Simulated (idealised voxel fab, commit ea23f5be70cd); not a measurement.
The following is a process module called voxel capacitor over wiring.
This is section cut - it's 255 nm across, gridded in 5 nm square cells.
Format of a cross-section: grid, square cells. Given as bands. Order: top down. Band: one or more rows of cells. Heights first: top, then bottom, in nm. Then materials, left to right, each with a width in nm. "full width" on a single material: fills the band edge to edge. "blank": empty space. Height is counted from the level 0, under which the received wafer is composed throughout of one material. The lowest of the bands is not closed at the bottom but continues downward, in the notation "from 0 down". The two numbers in a width such as "30..40" mark its ends across the band: the first belongs to the top row of cells, the second to the bottom row, and from each row to the next the width moves by the same amount. You'll sometimes find "identical to before" written for a step, and that's the way of saying that nowhere in the cross-section did a cell change during that step. "Cavities, closed" - sealed voids, min. 8 cells, no opening to top; format: width x height at distance (distance from left edge; nm throughout). That trailing text on a step's line, after the settings, is the simulator's own remark on the step. overlay nm: step with mask; distance mask lay right of planned place; negative value = left of planned place.
**Intended process steps**
1 op RECEIVE | material Si
2 op CONFORMAL_DEP | material SiO2 | thk nm 10
3 op CONFORMAL_DEP | material SiCN | thk nm 5
4 op DIRECTIONAL_DEP | material SiO2 | thk nm 20
5 op PATTERN | tone open | mask id METAL_1 | material resist | width nm 30 | pitch nm 95 | thk nm 20 | overlay nm 0
6 op DIRECTIONAL_ETCH | etch materials SiO2 | depth nm 20
7 op DIRECTIONAL_ETCH | etch materials SiCN | depth nm 5
8 op STRIP | etch materials resist
9 op CONFORMAL_DEP | material TiN | thk nm 5
10 op FILL_DEP | material Ru | thk nm 5
11 op CMP | height nm 35
12 op CONFORMAL_DEP | material SiCN | thk nm 5
13 op DIRECTIONAL_DEP | material SiO2 | thk nm 15
14 op PATTERN | tone open | mask id PLUG_1 | material resist | width nm 15 | thk nm 20 | overlay nm 0
15 op DIRECTIONAL_ETCH | etch materials SiO2 | depth nm 15
16 op DIRECTIONAL_ETCH | etch materials SiCN | depth nm 5
17 op STRIP | etch materials resist
18 op EPI | material Ru | thk nm 10
19 op EPI | material Ru | thk nm 10
20 op DIRECTIONAL_DEP | material TiN | thk nm 10
21 op DIRECTIONAL_DEP | material HfO2 | thk nm 5
22 op DIRECTIONAL_DEP | material TiN | thk nm 10
23 op MASKED_ETCH | tone cover | mask id UPPER_PLATE | width nm 70 | etch materials TiN | depth nm 10 | overlay nm 0
24 op MASKED_ETCH | tone cover | mask id UPPER_PLATE | width nm 70 | etch materials HfO2 | depth nm 5 | overlay nm 0
25 op DIRECTIONAL_DEP | material aC | thk nm 15
26 op PATTERN | tone cover | mask id LOWER_PLATE | material resist | width nm 80 | thk nm 35 | overlay nm 0
27 op DIRECTIONAL_ETCH | etch materials aC | depth nm 15
28 op STRIP | etch materials resist
29 op DIRECTIONAL_ETCH | etch materials TiN | depth nm 10
30 op STRIP | etch materials aC
31 op FILL_DEP | material SiO2 | thk nm 15
32 op CMP | height nm 90
33 op DIRECTIONAL_DEP | material aC | thk nm 15
34 op PATTERN | tone open | mask id PLUG_2 | material resist | width nm 15 | thk nm 30 | overlay nm 0
35 op DIRECTIONAL_ETCH | etch materials aC | depth nm 15
36 op STRIP | etch materials resist
37 op DIRECTIONAL_ETCH | etch materials SiO2 | depth nm 10
38 op STRIP | etch materials aC
39 op CONFORMAL_DEP | material TiN | thk nm 5
40 op FILL_DEP | material W | thk nm 10
41 op CMP | height nm 90
42 op CONFORMAL_DEP | material SiN | thk nm 5
**Wafer at receipt (post step 1), cross-section**
	from 0 down = Si full width
	Cavities, closed: none
**What the wafer looks like in cross-section after this module, when it starts as shown above and follows the plan above but one mistake is made in running it**
	from 95 to 90 = SiN full width
	from 90 to 80 = 80 SiO2, then 25 TiN, then 150 SiO2
	from 80 to 75 = 80 SiO2, then 25 HfO2, then 45 TiN, then 105 SiO2
	from 75 to 70 = 75 SiO2, then 75 TiN, then 105 SiO2
	from 70 to 65 = 75 SiO2, then 30 TiN, then 45 HfO2, then 105 SiO2
	from 65 to 55 = 70 SiO2, then 35 Ru, then 50 TiN, then 100 SiO2
	from 55 to 40 = 80 SiO2, then 15 Ru, then 160 SiO2
	from 40 to 35 = 80 SiCN, then 15 Ru, then 160 SiCN
	from 35 to 15 = 65 SiO2, then 5 TiN, then 20 Ru, then 5 TiN, then 65 SiO2, then 5 TiN, then 20 Ru, then 5 TiN, then 65 SiO2
	from 15 to 10 = 65 SiCN, then 30 TiN, then 65 SiCN, then 30 TiN, then 65 SiCN
	from 10 to 0 = SiO2 full width
	from 0 down = Si full width
	Cavities, closed: none
Which mistake was made when the wafer was run? step run twice: one of 18 and 19 (identical), unknown which
